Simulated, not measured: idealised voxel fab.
process module | voxel capacitor over wiring
cross-section cut | 190 nm wide | cells 5 nm
A cross-section is a grid of square cells, given in bands from the top down. A band is one or more rows of cells.
Each band's line starts with the height of the band's top and of its bottom, in nm. Then come its materials from left to right, each with its width in nm. One material with "throughout" fills the band from edge to edge. "air" is empty space.
Height 0 is the level under which the wafer as received is all one material. The lowest band goes on downwards, as in "0 down".
A width such as "30 to 40" changes by the same amount from each row of cells to the next, from the band's top row to its bottom row.
"no change" after a step means that no cell of the cross-section changed.
closed voids: empty space of 8 cells or more with no open way to the top, each as width x height at its distance from the left edge, in nm
after a step's settings: what the simulator itself notes on the step
overlay nm, on a step with a mask: how far to the right of its planned place the mask lay; to the left if negative
plan
1 op RECEIVE | material Si
2 op CONFORMAL_DEP | material SiO2 | thk nm 10
3 op CONFORMAL_DEP | material SiCN | thk nm 5
4 op DIRECTIONAL_DEP | material SiO2 | thk nm 20
5 op MASKED_ETCH | tone open | mask id METAL_1 | width nm 25 | pitch nm 75 | etch materials SiO2 | depth nm 20 | overlay nm 0
6 op MASKED_ETCH | tone open | mask id METAL_1 | width nm 25 | pitch nm 75 | etch materials SiCN | depth nm 5 | overlay nm 0
7 op CONFORMAL_DEP | material TiN | thk nm 5
8 op FILL_DEP | material Ru | thk nm 10
9 op CMP | height nm 35
10 op CONFORMAL_DEP | material SiCN | thk nm 5
11 op DIRECTIONAL_DEP | material SiO2 | thk nm 20
12 op PATTERN | tone open | mask id PLUG_1 | material resist | width nm 15 | thk nm 15 | overlay nm 0
13 op DIRECTIONAL_ETCH | etch materials SiO2 | depth nm 20
14 op DIRECTIONAL_ETCH | etch materials SiCN | depth nm 5
15 op STRIP | etch materials resist
16 op EPI | material Ru | thk nm 10
17 op EPI | material Ru | thk nm 10
18 op EPI | material Ru | thk nm 5
19 op DIRECTIONAL_DEP | material TiN | thk nm 5
20 op DIRECTIONAL_DEP | material SiN | thk nm 5
21 op DIRECTIONAL_DEP | material TiN | thk nm 10
22 op DIRECTIONAL_DEP | material aC | thk nm 10
23 op PATTERN | tone cover | mask id UPPER_PLATE | material resist | width nm 55 | thk nm 30 | overlay nm 0
24 op DIRECTIONAL_ETCH | etch materials aC | depth nm 10
25 op STRIP | etch materials resist
26 op DIRECTIONAL_ETCH | etch materials TiN | depth nm 10
27 op DIRECTIONAL_ETCH | etch materials SiN | depth nm 5
28 op STRIP | etch materials aC
29 op DIRECTIONAL_DEP | material aC | thk nm 10
30 op PATTERN | tone cover | mask id LOWER_PLATE | material resist | width nm 65 | thk nm 30 | overlay nm 0
31 op DIRECTIONAL_ETCH | etch materials aC | depth nm 10
32 op STRIP | etch materials resist
33 op DIRECTIONAL_ETCH | etch materials TiN | depth nm 5
34 op STRIP | etch materials aC
35 op FILL_DEP | material SiO2 | thk nm 20
36 op CMP | height nm 95
37 op MASKED_ETCH | tone open | mask id PLUG_2 | width nm 15 | etch materials SiO2 | depth nm 15 | overlay nm 0
38 op CONFORMAL_DEP | material TiN | thk nm 5
39 op FILL_DEP | material Ru | thk nm 5
40 op CMP | height nm 95
41 op CONFORMAL_DEP | material SiN | thk nm 5
varied across the wafers: width nm of step 12. The plan shows the first wafer's value. All wafers start alike
first wafer as received, after step 1
  0 down: Si throughout
  closed voids: none
each wafer at the end: cells of each material gained (+) or lost (-) since it was received, then its closed voids
width nm 15 | +41 Ru | +63 SiCN | +49 SiN | +539 SiO2 | +68 TiN | closed voids: none
width nm 20 | +46 Ru | +62 SiCN | +49 SiN | +535 SiO2 | +68 TiN | closed voids: none
width nm 25 | +51 Ru | +61 SiCN | +49 SiN | +531 SiO2 | +68 TiN | closed voids: none
width nm 30 | +56 Ru | +60 SiCN | +49 SiN | +527 SiO2 | +68 TiN | closed voids: none
